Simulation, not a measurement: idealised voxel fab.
You're looking at the process module voxel self aligned contacts.
The width of the displayed cross-section, cut, is 220 nm; its cells are square, with a size of 5 nm.
Format of a cross-section: grid, square cells. Given as bands. Order: top down. Band: one or more rows of cells. First you get the band's top height and its bottom height, in nm, and then the materials it's made of, left to right, with each width in nm. If you see a single material with "throughout", that one covers the band edge to edge. "empty" is empty space. Counting heights begins at 0, where everything beneath is, in the wafer as received, one material. The lowest band has no bottom; it goes on downwards, as "0 nm and below" shows. With a width like "30->40", each row of cells in the band differs from the next by the same amount, the top row carrying the first number and the bottom row the second. Any step labelled "nothing got changed" changed none of the cells in the cross-section. Look at "Sealed void inventory" for the closed voids: empty spaces with no open path to the top, sized 8 cells or up. Each is width x height at distance, distance from the left edge, all nm. Step line, after settings: the simulator's comment on this step. The optional step-line setting "overlay nm" applies to steps with a mask and quantifies how far to the right of its planned location the mask lay, a negative value indicating leftward placement.

LISTED BELOW ARE THE PROCESS STEPS AS PLANNED
1,RECEIVE: material Si
2,OXIDIZE: depth nm 5
3,DIRECTIONAL_DEP: material polySi, thk nm 25
4,DIRECTIONAL_DEP: material SiN, thk nm 20
5,PATTERN: tone cover, mask id GATE, material resist, width nm 25, pitch nm 55, thk nm 20, overlay nm 0
6,DIRECTIONAL_ETCH: etch materials SiN, depth nm 20
7,DIRECTIONAL_ETCH: etch materials polySi, depth nm 25
8,STRIP: etch materials resist
9,CONFORMAL_DEP: material SiN, thk nm 5
10,DIRECTIONAL_ETCH: etch materials SiN, depth nm 5
11,FILL_DEP: material SiO2, thk nm 15
12,CMP: height nm 50
13,PATTERN: tone open, mask id CONTACT, material resist, width nm 40, thk nm 20, overlay nm 0
14,DIRECTIONAL_ETCH: etch materials SiO2, depth nm 55
15,STRIP: etch materials resist
16,CONFORMAL_DEP: material TiN, thk nm 5
17,FILL_DEP: material Ru, thk nm 10
18,CMP: height nm 50
19,CONFORMAL_DEP: material SiN, thk nm 5

AS RECEIVED, AFTER STEP 1
    0 nm and below: Si throughout
    Sealed void inventory: none

SECTIONED VIEW, FIRST OF TWO WAFERS, AT THE CLOSE OF THE MODULE, PROCESSED AS INTENDED IN THE PLAN
    55 nm to 50 nm: SiN throughout
    50 nm to 45 nm: 90 of SiO2 | 15 of TiN | 10 of Ru | 15 of TiN | 90 of SiO2
    45 nm to 25 nm: 65 of SiO2 | 35 of SiN | 5 of TiN | 10 of Ru | 5 of TiN | 35 of SiN | 65 of SiO2
    25 nm to 0 nm: 65 of SiO2 | 5 of SiN | 25 of polySi | 5 of SiN | 5 of TiN | 10 of Ru | 5 of TiN | 5 of SiN | 25 of polySi | 5 of SiN | 65 of SiO2
    0 nm to -5 nm: 100 of SiO2 | 20 of TiN | 100 of SiO2
    -5 nm and below: Si throughout
    Sealed void inventory: none

CROSS-SECTION, WAFER TWO OF TWO, END OF MODULE: SAME START AND PLAN AS WAFER ONE, ONE ERROR IN EXECUTION
    55 nm to 50 nm: SiN throughout
    50 nm to 30 nm: 65 of SiO2 | 35 of SiN | 5 of TiN | 10 of Ru | 5 of TiN | 35 of SiN | 65 of SiO2
    30 nm to 10 nm: 65 of SiO2 | 5 of SiN | 25 of polySi | 5 of SiN | 5 of TiN | 10 of Ru | 5 of TiN | 5 of SiN | 25 of polySi | 5 of SiN | 65 of SiO2
    10 nm to 5 nm: 65 of SiO2 | 5 of SiN | 25 of polySi | 5 of SiN | 20 of TiN | 5 of SiN | 25 of polySi | 5 of SiN | 65 of SiO2
    5 nm to 0 nm: polySi throughout
    0 nm to -5 nm: SiO2 throughout
    -5 nm and below: Si throughout
    Sealed void inventory: none
In executing the process, a mistake was made relative to the plan: step 3, actual vs plan mismatch, actual run DIRECTIONAL_DEP: material polySi, thk nm 30
at the end the second wafer has, in cells: -4 Ru; -32 SiO2; -8 TiN; +44 polySi
